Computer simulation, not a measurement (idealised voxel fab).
The following process module bears the name voxel wiring stack.
Xsec cut, 300 nm wide, square cell size 5 nm.
Cross-section spec: square-cell grid; bands listed top down; each band is one or more rows.
The entry gives the band's vertical extent as a top height and a bottom height in nm, then its horizontal make-up as materials from left to right, each with a width in nm. "blank" stands for empty space; a single material marked "throughout" fills the band edge to edge.
The reference from which all heights are counted is 0, the level beneath which the as-received wafer is entirely one material; the lowest band, having no lower bound, proceeds downward and is written after the example "0 nm and below".
When a width is written as two numbers, as in "30->40", the first number is the width in the top row of cells of the band and the second is the width in its bottom row, and the width changes by the same amount from each row to the next.
The designation "nothing different", where it is given for a processing step, indicates that no cell of the cross-section was altered in the course of that step.
"Sealed cavities" enumerates empty spaces isolated from the top, with no open way to it, that contain at least 8 cells, giving each as width x height at distance from the left edge, all three in nm.
Note: text after step settings on the step line = simulator remark on that step.
"overlay nm" answers the question of how far to the right of plan the mask lay on a step that has a mask, and when it is negative the answer is to the left.
Note: before/after cross-section pairs follow, one process step per pair, after-side truncated at the lowest changed band, step and settings given beneath. Different runs of this module on the same starting wafer may supply the pairs; a pair continues the one above only where the "Before-step section" entry says so.
## Before-step section
> 0 nm and below: Si throughout
> Sealed cavities: none
## Step Result
> 10 nm to 0 nm: SiO2 throughout
> Below 0, no change.
> Sealed cavities: none
Can you name the step between the two cross-sections above? It is CONFORMAL_DEP with material SiO2, thk nm 10
Before-step section: look at the pair above, its after cross-section is where this step starts.
## Step Result
> 15 nm to 10 nm: TiN throughout
> Below 10, no change.
> Sealed cavities: none
Can you name the step between the two cross-sections above? It is DIRECTIONAL_DEP with material TiN, thk nm 5
Before-step section: look at the pair above, its after cross-section is where this step starts.
## Step Result
> 40 nm to 15 nm: W throughout
> Below 15, no change.
> Sealed cavities: none
Can you name the step between the two cross-sections above? It is DIRECTIONAL_DEP with material W, thk nm 25
Before-step section: look at the pair above, its after cross-section is where this step starts.
## Step Result
> 40 nm to 15 nm: 115 blank  25 W  20 blank  25 W  115 blank
> Below 15, no change.
> Sealed cavities: none
Can you name the step between the two cross-sections above? It is MASKED_ETCH with tone cover, mask id METAL_1, width nm 25, pitch nm 45, etch materials W, depth nm 25, overlay nm 0
Before-step section: look at the pair above, its after cross-section is where this step starts.
## Step Result
> 40 nm to 15 nm: 115 blank  25 W  20 blank  25 W  115 blank
> 15 nm to 10 nm: 115 blank  25 TiN  20 blank  25 TiN  115 blank
> Below 10, no change.
> Sealed cavities: none
Can you name the step between the two cross-sections above? It is MASKED_ETCH with tone cover, mask id METAL_1, width nm 25, pitch nm 45, etch materials TiN, depth nm 5, overlay nm 0
Before-step section: look at the pair above, its after cross-section is where this step starts.
## Step Result
> 50 nm to 40 nm: lowk throughout
> 40 nm to 15 nm: 115 lowk  25 W  20 lowk  25 W  115 lowk
> 15 nm to 10 nm: 115 lowk  25 TiN  20 lowk  25 TiN  115 lowk
> Below 10, no change.
> Sealed cavities: none
Can you name the step between the two cross-sections above? It is FILL_DEP with material lowk, thk nm 10
Before-step section: look at the pair above, its after cross-section is where this step starts.
## Step Result
> 40 nm to 15 nm: 115 lowk  25 W  20 lowk  25 W  115 lowk
> Below 15, no change.
> Sealed cavities: none
Can you name the step between the two cross-sections above? It is CMP with height nm 40
Before-step section: look at the pair above, its after cross-section is where this step starts.
## Step Result
> 45 nm to 40 nm: SiCN throughout
> Below 40, no change.
> Sealed cavities: none
Can you name the step between the two cross-sections above? It is CONFORMAL_DEP with material SiCN, thk nm 5
Before-step section: look at the pair above, its after cross-section is where this step starts.
## Step Result
> 65 nm to 45 nm: lowk throughout
> Below 45, no change.
> Sealed cavities: none
Can you name the step between the two cross-sections above? It is DIRECTIONAL_DEP with material lowk, thk nm 20
Before-step section: look at the pair above, its after cross-section is where this step starts.
## Step Result
> 65 nm to 45 nm: 115 lowk  15 blank  30 lowk  15 blank  125 lowk
> Below 45, no change.
> Sealed cavities: none
Can you name the step between the two cross-sections above? It is MASKED_ETCH with tone open, mask id PLUG_1, width nm 15, pitch nm 45, etch materials lowk, depth nm 20, overlay nm 0
Before-step section: look at the pair above, its after cross-section is where this step starts.
## Step Result
> 65 nm to 45 nm: 115 lowk  15 blank  30 lowk  15 blank  125 lowk
> 45 nm to 40 nm: 115 SiCN  15 blank  30 SiCN  15 blank  125 SiCN
> Below 40, no change.
> Sealed cavities: none
Can you name the step between the two cross-sections above? It is MASKED_ETCH with tone open, mask id PLUG_1, width nm 15, pitch nm 45, etch materials SiCN, depth nm 5, overlay nm 0
Before-step section: look at the pair above, its after cross-section is where this step starts.
## Step Result
> 70 nm to 65 nm: 120 TiN  5 blank  40 TiN  5 blank  130 TiN
> 65 nm to 45 nm: 115 lowk  5 TiN  5 blank  5 TiN  30 lowk  5 TiN  5 blank  5 TiN  125 lowk
> 45 nm to 40 nm: 115 SiCN  15 TiN  30 SiCN  15 TiN  125 SiCN
> Below 40, no change.
> Sealed cavities: none
Can you name the step between the two cross-sections above? It is CONFORMAL_DEP with material TiN, thk nm 5
Before-step section: look at the pair above, its after cross-section is where this step starts.
## Step Result
> 75 nm to 70 nm: W throughout
> 70 nm to 65 nm: 120 TiN  5 W  40 TiN  5 W  130 TiN
> 65 nm to 45 nm: 115 lowk  5 TiN  5 W  5 TiN  30 lowk  5 TiN  5 W  5 TiN  125 lowk
> Below 45, no change.
> Sealed cavities: none
Can you name the step between the two cross-sections above? It is FILL_DEP with material W, thk nm 5
Before-step section: look at the pair above, its after cross-section is where this step starts.
## Step Result
> 65 nm to 45 nm: 115 lowk  5 TiN  5 W  5 TiN  30 lowk  5 TiN  5 W  5 TiN  125 lowk
> Below 45, no change.
> Sealed cavities: none
Can you name the step between the two cross-sections above? It is CMP with height nm 65
Before-step section: look at the pair above, its after cross-section is where this step starts.
## Step Result
> 70 nm to 65 nm: SiN throughout
> Below 65, no change.
> Sealed cavities: none
Can you name the step between the two cross-sections above? It is CONFORMAL_DEP with material SiN, thk nm 5
Before-step section: look at the pair above, its after cross-section is where this step starts.
## Step Result
> 90 nm to 70 nm: SiO2 throughout
> Below 70, no change.
> Sealed cavities: none
Can you name the step between the two cross-sections above? It is DIRECTIONAL_DEP with material SiO2, thk nm 20
Before-step section: look at the pair above, its after cross-section is where this step starts.
## Step Result
> 100 nm to 90 nm: aC throughout
> Below 90, no change.
> Sealed cavities: none
Can you name the step between the two cross-sections above? It is DIRECTIONAL_DEP with material aC, thk nm 10
Before-step section: look at the pair above, its after cross-section is where this step starts.
## Step Result
> 125 nm to 100 nm: 115 resist  25 blank  20 resist  25 blank  115 resist
> Below 100, no change.
> Sealed cavities: none
Can you name the step between the two cross-sections above? It is PATTERN with tone open, mask id METAL_2, material resist, width nm 25, pitch nm 45, thk nm 25, overlay nm 0
Before-step section: look at the pair above, its after cross-section is where this step starts.
## Step Result
> 115 nm to 100 nm: 115 resist  25 blank  20 resist  25 blank  115 resist
> 100 nm to 90 nm: 115 aC  25 blank  20 aC  25 blank  115 aC
> Below 90, no change.
> Sealed cavities: none
Can you name the step between the two cross-sections above? It is DIRECTIONAL_ETCH with etch materials aC, depth nm 10
Before-step section: look at the pair above, its after cross-section is where this step starts.
## Step Result
> 100 nm to 90 nm: 115 aC  25 blank  20 aC  25 blank  115 aC
> Below 90, no change.
> Sealed cavities: none
Can you name the step between the two cross-sections above? It is STRIP with etch materials resist
Before-step section: look at the pair above, its after cross-section is where this step starts.
## Step Result
> 100 nm to 90 nm: 115 aC  25 blank  20 aC  25 blank  115 aC
> 90 nm to 70 nm: 115 SiO2  25 blank  20 SiO2  25 blank  115 SiO2
> Below 70, no change.
> Sealed cavities: none
Can you name the step between the two cross-sections above? It is DIRECTIONAL_ETCH with etch materials SiO2, depth nm 20
Before-step section: look at the pair above, its after cross-section is where this step starts.
## Step Result
> 100 nm to 90 nm: 115 aC  25 blank  20 aC  25 blank  115 aC
> 90 nm to 70 nm: 115 SiO2  25 blank  20 SiO2  25 blank  115 SiO2
> 70 nm to 65 nm: 115 SiN  25 blank  20 SiN  25 blank  115 SiN
> Below 65, no change.
> Sealed cavities: none
Can you name the step between the two cross-sections above? It is DIRECTIONAL_ETCH with etch materials SiN, depth nm 5
Before-step section: look at the pair above, its after cross-section is where this step starts.
## Step Result
> 90 nm to 70 nm: 115 SiO2  25 blank  20 SiO2  25 blank  115 SiO2
> Below 70, no change.
> Sealed cavities: none
Can you name the step between the two cross-sections above? It is STRIP with etch materials aC
Before-step section: look at the pair above, its after cross-section is where this step starts.
## Step Result
> 95 nm to 90 nm: 120 TiN  15 blank  30 TiN  15 blank  120 TiN
> 90 nm to 70 nm: 115 SiO2  5 TiN  15 blank  5 TiN  20 SiO2  5 TiN  15 blank  5 TiN  115 SiO2
> 70 nm to 65 nm: 115 SiN  25 TiN  20 SiN  25 TiN  115 SiN
> Below 65, no change.
> Sealed cavities: none
Can you name the step between the two cross-sections above? It is CONFORMAL_DEP with material TiN, thk nm 5
Before-step section: look at the pair above, its after cross-section is where this step starts.
## Step Result
> 100 nm to 95 nm: Cu throughout
> 95 nm to 90 nm: 120 TiN  15 Cu  30 TiN  15 Cu  120 TiN
> 90 nm to 70 nm: 115 SiO2  5 TiN  15 Cu  5 TiN  20 SiO2  5 TiN  15 Cu  5 TiN  115 SiO2
> Below 70, no change.
> Sealed cavities: none
Can you name the step between the two cross-sections above? It is FILL_DEP with material Cu, thk nm 5
Before-step section: look at the pair above, its after cross-section is where this step starts.
## Step Result
> 90 nm to 70 nm: 115 SiO2  5 TiN  15 Cu  5 TiN  20 SiO2  5 TiN  15 Cu  5 TiN  115 SiO2
> Below 70, no change.
> Sealed cavities: none
Can you name the step between the two cross-sections above? It is CMP with height nm 90
Before-step section: look at the pair above, its after cross-section is where this step starts.
## Step Result
> 95 nm to 90 nm: SiN throughout
> Below 90, no change.
> Sealed cavities: none
Can you name the step between the two cross-sections above? It is CONFORMAL_DEP with material SiN, thk nm 5
## Before-step section
> 10 nm to 0 nm: SiO2 throughout
> 0 nm and below: Si throughout
> Sealed cavities: none
## Step Result
> 35 nm to 10 nm: W throughout
> Below 10, no change.
> Sealed cavities: none
Can you name the step between the two cross-sections above? It is DIRECTIONAL_DEP with material W, thk nm 25
Before-step section: look at the pair above, its after cross-section is where this step starts.
## Step Result
> 35 nm to 10 nm: 115 blank  25 W  20 blank  25 W  115 blank
> Below 10, no change.
> Sealed cavities: none
Can you name the step between the two cross-sections above? It is MASKED_ETCH with tone cover, mask id METAL_1, width nm 25, pitch nm 45, etch materials W, depth nm 25, overlay nm 0
Before-step section: look at the pair above, its after cross-section is where this step starts.
## Step Result
> 45 nm to 35 nm: lowk throughout
> 35 nm to 10 nm: 115 lowk  25 W  20 lowk  25 W  115 lowk
> Below 10, no change.
> Sealed cavities: none
Can you name the step between the two cross-sections above? It is FILL_DEP with material lowk, thk nm 10
Before-step section: look at the pair above, its after cross-section is where this step starts.
## Step Result
> 40 nm to 35 nm: lowk throughout
> Below 35, no change.
> Sealed cavities: none
Can you name the step between the two cross-sections above? It is CMP with height nm 40
Before-step section: look at the pair above, its after cross-section is where this step starts.
## Step Result
> 45 nm to 40 nm: SiCN throughout
> Below 40, no change.
> Sealed cavities: none
Can you name the step between the two cross-sections above? It is CONFORMAL_DEP with material SiCN, thk nm 5
Before-step section: look at the pair above, its after cross-section is where this step starts.
## Step Result
> 65 nm to 45 nm: lowk throughout
> Below 45, no change.
> Sealed cavities: none
Can you name the step between the two cross-sections above? It is DIRECTIONAL_DEP with material lowk, thk nm 20
Before-step section: look at the pair above, its after cross-section is where this step starts.
## Step Result
> 65 nm to 45 nm: 115 lowk  15 blank  30 lowk  15 blank  125 lowk
> Below 45, no change.
> Sealed cavities: none
Can you name the step between the two cross-sections above? It is MASKED_ETCH with tone open, mask id PLUG_1, width nm 15, pitch nm 45, etch materials lowk, depth nm 20, overlay nm 0
Before-step section: look at the pair above, its after cross-section is where this step starts.
## Step Result
> 65 nm to 45 nm: 115 lowk  15 blank  30 lowk  15 blank  125 lowk
> 45 nm to 40 nm: 115 SiCN  15 blank  30 SiCN  15 blank  125 SiCN
> Below 40, no change.
> Sealed cavities: none
Can you name the step between the two cross-sections above? It is MASKED_ETCH with tone open, mask id PLUG_1, width nm 15, pitch nm 45, etch materials SiCN, depth nm 5, overlay nm 0
Before-step section: look at the pair above, its after cross-section is where this step starts.
## Step Result
> 70 nm to 65 nm: 120 TiN  5 blank  40 TiN  5 blank  130 TiN
> 65 nm to 45 nm: 115 lowk  5 TiN  5 blank  5 TiN  30 lowk  5 TiN  5 blank  5 TiN  125 lowk
> 45 nm to 40 nm: 115 SiCN  15 TiN  30 SiCN  15 TiN  125 SiCN
> Below 40, no change.
> Sealed cavities: none
Can you name the step between the two cross-sections above? It is CONFORMAL_DEP with material TiN, thk nm 5
Before-step section: look at the pair above, its after cross-section is where this step starts.
## Step Result
> 75 nm to 70 nm: W throughout
> 70 nm to 65 nm: 120 TiN  5 W  40 TiN  5 W  130 TiN
> 65 nm to 45 nm: 115 lowk  5 TiN  5 W  5 TiN  30 lowk  5 TiN  5 W  5 TiN  125 lowk
> Below 45, no change.
> Sealed cavities: none
Can you name the step between the two cross-sections above? It is FILL_DEP with material W, thk nm 5
Before-step section: look at the pair above, its after cross-section is where this step starts.
## Step Result
> 65 nm to 45 nm: 115 lowk  5 TiN  5 W  5 TiN  30 lowk  5 TiN  5 W  5 TiN  125 lowk
> Below 45, no change.
> Sealed cavities: none
Can you name the step between the two cross-sections above? It is CMP with height nm 65
Before-step section: look at the pair above, its after cross-section is where this step starts.
## Step Result
> 70 nm to 65 nm: SiN throughout
> Below 65, no change.
> Sealed cavities: none
Can you name the step between the two cross-sections above? It is CONFORMAL_DEP with material SiN, thk nm 5
Before-step section: look at the pair above, its after cross-section is where this step starts.
## Step Result
> 90 nm to 70 nm: SiO2 throughout
> Below 70, no change.
> Sealed cavities: none
Can you name the step between the two cross-sections above? It is DIRECTIONAL_DEP with material SiO2, thk nm 20
Before-step section: look at the pair above, its after cross-section is where this step starts.
## Step Result
> 100 nm to 90 nm: aC throughout
> Below 90, no change.
> Sealed cavities: none
Can you name the step between the two cross-sections above? It is DIRECTIONAL_DEP with material aC, thk nm 10
Before-step section: look at the pair above, its after cross-section is where this step starts.
## Step Result
> 125 nm to 100 nm: 115 resist  25 blank  20 resist  25 blank  115 resist
> Below 100, no change.
> Sealed cavities: none
Can you name the step between the two cross-sections above? It is PATTERN with tone open, mask id METAL_2, material resist, width nm 25, pitch nm 45, thk nm 25, overlay nm 0
Before-step section: look at the pair above, its after cross-section is where this step starts.
## Step Result
> 115 nm to 100 nm: 115 resist  25 blank  20 resist  25 blank  115 resist
> 100 nm to 90 nm: 115 aC  25 blank  20 aC  25 blank  115 aC
> Below 90, no change.
> Sealed cavities: none
Can you name the step between the two cross-sections above? It is DIRECTIONAL_ETCH with etch materials aC, depth nm 10
Before-step section: look at the pair above, its after cross-section is where this step starts.
## Step Result
> 100 nm to 90 nm: 115 aC  25 blank  20 aC  25 blank  115 aC
> Below 90, no change.
> Sealed cavities: none
Can you name the step between the two cross-sections above? It is STRIP with etch materials resist
Before-step section: look at the pair above, its after cross-section is where this step starts.
## Step Result
> 100 nm to 90 nm: 115 aC  25 blank  20 aC  25 blank  115 aC
> 90 nm to 70 nm: 115 SiO2  25 blank  20 SiO2  25 blank  115 SiO2
> Below 70, no change.
> Sealed cavities: none
Can you name the step between the two cross-sections above? It is DIRECTIONAL_ETCH with etch materials SiO2, depth nm 20
Before-step section: look at the pair above, its after cross-section is where this step starts.
## Step Result
> 100 nm to 90 nm: 115 aC  25 blank  20 aC  25 blank  115 aC
> 90 nm to 70 nm: 115 SiO2  25 blank  20 SiO2  25 blank  115 SiO2
> 70 nm to 65 nm: 115 SiN  25 blank  20 SiN  25 blank  115 SiN
> Below 65, no change.
> Sealed cavities: none
Can you name the step between the two cross-sections above? It is DIRECTIONAL_ETCH with etch materials SiN, depth nm 5
Before-step section: look at the pair above, its after cross-section is where this step starts.
## Step Result
> 90 nm to 70 nm: 115 SiO2  25 blank  20 SiO2  25 blank  115 SiO2
> Below 70, no change.
> Sealed cavities: none
Can you name the step between the two cross-sections above? It is STRIP with etch materials aC
Before-step section: look at the pair above, its after cross-section is where this step starts.
## Step Result
> 95 nm to 90 nm: 120 TiN  15 blank  30 TiN  15 blank  120 TiN
> 90 nm to 70 nm: 115 SiO2  5 TiN  15 blank  5 TiN  20 SiO2  5 TiN  15 blank  5 TiN  115 SiO2
> 70 nm to 65 nm: 115 SiN  25 TiN  20 SiN  25 TiN  115 SiN
> Below 65, no change.
> Sealed cavities: none
Can you name the step between the two cross-sections above? It is CONFORMAL_DEP with material TiN, thk nm 5
Before-step section: look at the pair above, its after cross-section is where this step starts.
## Step Result
> 100 nm to 95 nm: Cu throughout
> 95 nm to 90 nm: 120 TiN  15 Cu  30 TiN  15 Cu  120 TiN
> 90 nm to 70 nm: 115 SiO2  5 TiN  15 Cu  5 TiN  20 SiO2  5 TiN  15 Cu  5 TiN  115 SiO2
> Below 70, no change.
> Sealed cavities: none
Can you name the step between the two cross-sections above? It is FILL_DEP with material Cu, thk nm 5
Before-step section: look at the pair above, its after cross-section is where this step starts.
## Step Result
> 90 nm to 70 nm: 115 SiO2  5 TiN  15 Cu  5 TiN  20 SiO2  5 TiN  15 Cu  5 TiN  115 SiO2
> Below 70, no change.
> Sealed cavities: none
Can you name the step between the two cross-sections above? It is CMP with height nm 90
Before-step section: look at the pair above, its after cross-section is where this step starts.
## Step Result
> 95 nm to 90 nm: SiN throughout
> Below 90, no change.
> Sealed cavities: none
Can you name the step between the two cross-sections above? It is CONFORMAL_DEP with material SiN, thk nm 5
## Before-step section
> 50 nm to 40 nm: lowk throughout
> 40 nm to 15 nm: 115 lowk  25 W  20 lowk  25 W  115 lowk
> 15 nm to 10 nm: 115 lowk  25 TiN  20 lowk  25 TiN  115 lowk
> 10 nm to 0 nm: SiO2 throughout
> 0 nm and below: Si throughout
> Sealed cavities: none
## Step Result
> 60 nm to 40 nm: lowk throughout
> Below 40, no change.
> Sealed cavities: none
Can you name the step between the two cross-sections above? It is FILL_DEP with material lowk, thk nm 10
Before-step section: look at the pair above, its after cross-section is where this step starts.
## Step Result
> 40 nm to 15 nm: 115 lowk  25 W  20 lowk  25 W  115 lowk
> Below 15, no change.
> Sealed cavities: none
Can you name the step between the two cross-sections above? It is CMP with height nm 40
## Before-step section
> 0 nm and below: Si throughout
> Sealed cavities: none
## Step Result
> 5 nm to 0 nm: TiN throughout
> Below 0, no change.
> Sealed cavities: none
Can you name the step between the two cross-sections above? It is DIRECTIONAL_DEP with material TiN, thk nm 5
Before-step section: look at the pair above, its after cross-section is where this step starts.
## Step Result
> 15 nm to 5 nm: SiO2 throughout
> Below 5, no change.
> Sealed cavities: none
Can you name the step between the two cross-sections above? It is CONFORMAL_DEP with material SiO2, thk nm 10
Before-step section: look at the pair above, its after cross-section is where this step starts.
## Step Result
> 40 nm to 15 nm: W throughout
> Below 15, no change.
> Sealed cavities: none
Can you name the step between the two cross-sections above? It is DIRECTIONAL_DEP with material W, thk nm 25
Before-step section: look at the pair above, its after cross-section is where this step starts.
## Step Result
> 40 nm to 15 nm: 115 blank  25 W  20 blank  25 W  115 blank
> Below 15, no change.
> Sealed cavities: none
Can you name the step between the two cross-sections above? It is MASKED_ETCH with tone cover, mask id METAL_1, width nm 25, pitch nm 45, etch materials W, depth nm 25, overlay nm 0
Before-step section: look at the pair above, its after cross-section is where this step starts.
## Step Result
> 50 nm to 40 nm: lowk throughout
> 40 nm to 15 nm: 115 lowk  25 W  20 lowk  25 W  115 lowk
> Below 15, no change.
> Sealed cavities: none
Can you name the step between the two cross-sections above? It is FILL_DEP with material lowk, thk nm 10
Before-step section: look at the pair above, its after cross-section is where this step starts.
## Step Result
> 40 nm to 15 nm: 115 lowk  25 W  20 lowk  25 W  115 lowk
> Below 15, no change.
> Sealed cavities: none
Can you name the step between the two cross-sections above? It is CMP with height nm 40
Before-step section: look at the pair above, its after cross-section is where this step starts.
## Step Result
> 45 nm to 40 nm: SiCN throughout
> Below 40, no change.
> Sealed cavities: none
Can you name the step between the two cross-sections above? It is CONFORMAL_DEP with material SiCN, thk nm 5
Before-step section: look at the pair above, its after cross-section is where this step starts.
## Step Result
> 65 nm to 45 nm: lowk throughout
> Below 45, no change.
> Sealed cavities: none
Can you name the step between the two cross-sections above? It is DIRECTIONAL_DEP with material lowk, thk nm 20
Before-step section: look at the pair above, its after cross-section is where this step starts.
## Step Result
> 65 nm to 45 nm: 115 lowk  15 blank  30 lowk  15 blank  125 lowk
> Below 45, no change.
> Sealed cavities: none
Can you name the step between the two cross-sections above? It is MASKED_ETCH with tone open, mask id PLUG_1, width nm 15, pitch nm 45, etch materials lowk, depth nm 20, overlay nm 0
Before-step section: look at the pair above, its after cross-section is where this step starts.
## Step Result
> 65 nm to 45 nm: 115 lowk  15 blank  30 lowk  15 blank  125 lowk
> 45 nm to 40 nm: 115 SiCN  15 blank  30 SiCN  15 blank  125 SiCN
> Below 40, no change.
> Sealed cavities: none
Can you name the step between the two cross-sections above? It is MASKED_ETCH with tone open, mask id PLUG_1, width nm 15, pitch nm 45, etch materials SiCN, depth nm 5, overlay nm 0
Before-step section: look at the pair above, its after cross-section is where this step starts.
## Step Result
> 70 nm to 65 nm: 120 TiN  5 blank  40 TiN  5 blank  130 TiN
> 65 nm to 45 nm: 115 lowk  5 TiN  5 blank  5 TiN  30 lowk  5 TiN  5 blank  5 TiN  125 lowk
> 45 nm to 40 nm: 115 SiCN  15 TiN  30 SiCN  15 TiN  125 SiCN
> Below 40, no change.
> Sealed cavities: none
Can you name the step between the two cross-sections above? It is CONFORMAL_DEP with material TiN, thk nm 5
Before-step section: look at the pair above, its after cross-section is where this step starts.
## Step Result
> 75 nm to 70 nm: W throughout
> 70 nm to 65 nm: 120 TiN  5 W  40 TiN  5 W  130 TiN
> 65 nm to 45 nm: 115 lowk  5 TiN  5 W  5 TiN  30 lowk  5 TiN  5 W  5 TiN  125 lowk
> Below 45, no change.
> Sealed cavities: none
Can you name the step between the two cross-sections above? It is FILL_DEP with material W, thk nm 5
Before-step section: look at the pair above, its after cross-section is where this step starts.
## Step Result
> 65 nm to 45 nm: 115 lowk  5 TiN  5 W  5 TiN  30 lowk  5 TiN  5 W  5 TiN  125 lowk
> Below 45, no change.
> Sealed cavities: none
Can you name the step between the two cross-sections above? It is CMP with height nm 65
Before-step section: look at the pair above, its after cross-section is where this step starts.
## Step Result
> 70 nm to 65 nm: SiN throughout
> Below 65, no change.
> Sealed cavities: none
Can you name the step between the two cross-sections above? It is CONFORMAL_DEP with material SiN, thk nm 5
Before-step section: look at the pair above, its after cross-section is where this step starts.
## Step Result
> 90 nm to 70 nm: SiO2 throughout
> Below 70, no change.
> Sealed cavities: none
Can you name the step between the two cross-sections above? It is DIRECTIONAL_DEP with material SiO2, thk nm 20
Before-step section: look at the pair above, its after cross-section is where this step starts.
## Step Result
> 100 nm to 90 nm: aC throughout
> Below 90, no change.
> Sealed cavities: none
Can you name the step between the two cross-sections above? It is DIRECTIONAL_DEP with material aC, thk nm 10
Before-step section: look at the pair above, its after cross-section is where this step starts.
## Step Result
> 125 nm to 100 nm: 115 resist  25 blank  20 resist  25 blank  115 resist
> Below 100, no change.
> Sealed cavities: none
Can you name the step between the two cross-sections above? It is PATTERN with tone open, mask id METAL_2, material resist, width nm 25, pitch nm 45, thk nm 25, overlay nm 0
Before-step section: look at the pair above, its after cross-section is where this step starts.
## Step Result
> 115 nm to 100 nm: 115 resist  25 blank  20 resist  25 blank  115 resist
> 100 nm to 90 nm: 115 aC  25 blank  20 aC  25 blank  115 aC
> Below 90, no change.
> Sealed cavities: none
Can you name the step between the two cross-sections above? It is DIRECTIONAL_ETCH with etch materials aC, depth nm 10
Before-step section: look at the pair above, its after cross-section is where this step starts.
## Step Result
> 100 nm to 90 nm: 115 aC  25 blank  20 aC  25 blank  115 aC
> Below 90, no change.
> Sealed cavities: none
Can you name the step between the two cross-sections above? It is STRIP with etch materials resist
Before-step section: look at the pair above, its after cross-section is where this step starts.
## Step Result
> 100 nm to 90 nm: 115 aC  25 blank  20 aC  25 blank  115 aC
> 90 nm to 70 nm: 115 SiO2  25 blank  20 SiO2  25 blank  115 SiO2
> Below 70, no change.
> Sealed cavities: none
Can you name the step between the two cross-sections above? It is DIRECTIONAL_ETCH with etch materials SiO2, depth nm 20
Before-step section: look at the pair above, its after cross-section is where this step starts.
## Step Result
> 100 nm to 90 nm: 115 aC  25 blank  20 aC  25 blank  115 aC
> 90 nm to 70 nm: 115 SiO2  25 blank  20 SiO2  25 blank  115 SiO2
> 70 nm to 65 nm: 115 SiN  25 blank  20 SiN  25 blank  115 SiN
> Below 65, no change.
> Sealed cavities: none
Can you name the step between the two cross-sections above? It is DIRECTIONAL_ETCH with etch materials SiN, depth nm 5
Before-step section: look at the pair above, its after cross-section is where this step starts.
## Step Result
> 90 nm to 70 nm: 115 SiO2  25 blank  20 SiO2  25 blank  115 SiO2
> Below 70, no change.
> Sealed cavities: none
Can you name the step between the two cross-sections above? It is STRIP with etch materials aC
Before-step section: look at the pair above, its after cross-section is where this step starts.
## Step Result
> 95 nm to 90 nm: 120 TiN  15 blank  30 TiN  15 blank  120 TiN
> 90 nm to 70 nm: 115 SiO2  5 TiN  15 blank  5 TiN  20 SiO2  5 TiN  15 blank  5 TiN  115 SiO2
> 70 nm to 65 nm: 115 SiN  25 TiN  20 SiN  25 TiN  115 SiN
> Below 65, no change.
> Sealed cavities: none
Can you name the step between the two cross-sections above? It is CONFORMAL_DEP with material TiN, thk nm 5
Before-step section: look at the pair above, its after cross-section is where this step starts.
## Step Result
> 100 nm to 95 nm: Cu throughout
> 95 nm to 90 nm: 120 TiN  15 Cu  30 TiN  15 Cu  120 TiN
> 90 nm to 70 nm: 115 SiO2  5 TiN  15 Cu  5 TiN  20 SiO2  5 TiN  15 Cu  5 TiN  115 SiO2
> Below 70, no change.
> Sealed cavities: none
Can you name the step between the two cross-sections above? It is FILL_DEP with material Cu, thk nm 5
Before-step section: look at the pair above, its after cross-section is where this step starts.
## Step Result
> 90 nm to 70 nm: 115 SiO2  5 TiN  15 Cu  5 TiN  20 SiO2  5 TiN  15 Cu  5 TiN  115 SiO2
> Below 70, no change.
> Sealed cavities: none
Can you name the step between the two cross-sections above? It is CMP with height nm 90
Before-step section: look at the pair above, its after cross-section is where this step starts.
## Step Result
> 95 nm to 90 nm: SiN throughout
> Below 90, no change.
> Sealed cavities: none
Can you name the step between the two cross-sections above? It is CONFORMAL_DEP with material SiN, thk nm 5
## Before-step section
> 100 nm to 95 nm: Cu throughout
> 95 nm to 90 nm: 120 TiN  15 Cu  30 TiN  15 Cu  120 TiN
> 90 nm to 70 nm: 115 SiO2  5 TiN  15 Cu  5 TiN  20 SiO2  5 TiN  15 Cu  5 TiN  115 SiO2
> 70 nm to 65 nm: 115 SiN  25 TiN  20 SiN  25 TiN  115 SiN
> 65 nm to 45 nm: 115 lowk  5 TiN  5 W  5 TiN  30 lowk  5 TiN  5 W  5 TiN  125 lowk
> 45 nm to 40 nm: 115 SiCN  15 TiN  30 SiCN  15 TiN  125 SiCN
> 40 nm to 15 nm: 115 lowk  25 W  20 lowk  25 W  115 lowk
> 15 nm to 10 nm: 115 lowk  25 TiN  20 lowk  25 TiN  115 lowk
> 10 nm to 0 nm: SiO2 throughout
> 0 nm and below: Si throughout
> Sealed cavities: none
## Step Result
> 80 nm to 70 nm: 115 SiO2  5 TiN  15 Cu  5 TiN  20 SiO2  5 TiN  15 Cu  5 TiN  115 SiO2
> Below 70, no change.
> Sealed cavities: none
Can you name the step between the two cross-sections above? It is CMP with height nm 80
Before-step section: look at the pair above, its after cross-section is where this step starts.
## Step Result
> 85 nm to 80 nm: SiN throughout
> Below 80, no change.
> Sealed cavities: none
Can you name the step between the two cross-sections above? It is CONFORMAL_DEP with material SiN, thk nm 5
## Before-step section
> 40 nm to 15 nm: W throughout
> 15 nm to 10 nm: TiN throughout
> 10 nm to 0 nm: SiO2 throughout
> 0 nm and below: Si throughout
> Sealed cavities: none
## Step Result
> 40 nm to 15 nm: 115 blank  30 W  15 blank  30 W  110 blank
> Below 15, no change.
> Sealed cavities: none
Can you name the step between the two cross-sections above? It is MASKED_ETCH with tone cover, mask id METAL_1, width nm 30, pitch nm 45, etch materials W, depth nm 25, overlay nm 0
Before-step section: look at the pair above, its after cross-section is where this step starts.
## Step Result
> 40 nm to 15 nm: 115 blank  30 W  15 blank  30 W  110 blank
> 15 nm to 10 nm: 115 blank  30 TiN  15 blank  30 TiN  110 blank
> Below 10, no change.
> Sealed cavities: none
Can you name the step between the two cross-sections above? It is MASKED_ETCH with tone cover, mask id METAL_1, width nm 25, pitch nm 45, etch materials TiN, depth nm 5, overlay nm 0
Before-step section: look at the pair above, its after cross-section is where this step starts.
## Step Result
> 50 nm to 40 nm: lowk throughout
> 40 nm to 15 nm: 115 lowk  30 W  15 lowk  30 W  110 lowk
> 15 nm to 10 nm: 115 lowk  30 TiN  15 lowk  30 TiN  110 lowk
> Below 10, no change.
> Sealed cavities: none
Can you name the step between the two cross-sections above? It is FILL_DEP with material lowk, thk nm 10
Before-step section: look at the pair above, its after cross-section is where this step starts.
## Step Result
> 40 nm to 15 nm: 115 lowk  30 W  15 lowk  30 W  110 lowk
> Below 15, no change.
> Sealed cavities: none
Can you name the step between the two cross-sections above? It is CMP with height nm 40
Before-step section: look at the pair above, its after cross-section is where this step starts.
## Step Result
> 45 nm to 40 nm: SiCN throughout
> Below 40, no change.
> Sealed cavities: none
Can you name the step between the two cross-sections above? It is CONFORMAL_DEP with material SiCN, thk nm 5
Before-step section: look at the pair above, its after cross-section is where this step starts.
## Step Result
> 65 nm to 45 nm: lowk throughout
> Below 45, no change.
> Sealed cavities: none
Can you name the step between the two cross-sections above? It is DIRECTIONAL_DEP with material lowk, thk nm 20
Before-step section: look at the pair above, its after cross-section is where this step starts.
## Step Result
> 65 nm to 45 nm: 115 lowk  15 blank  30 lowk  15 blank  125 lowk
> Below 45, no change.
> Sealed cavities: none
Can you name the step between the two cross-sections above? It is MASKED_ETCH with tone open, mask id PLUG_1, width nm 15, pitch nm 45, etch materials lowk, depth nm 20, overlay nm 0
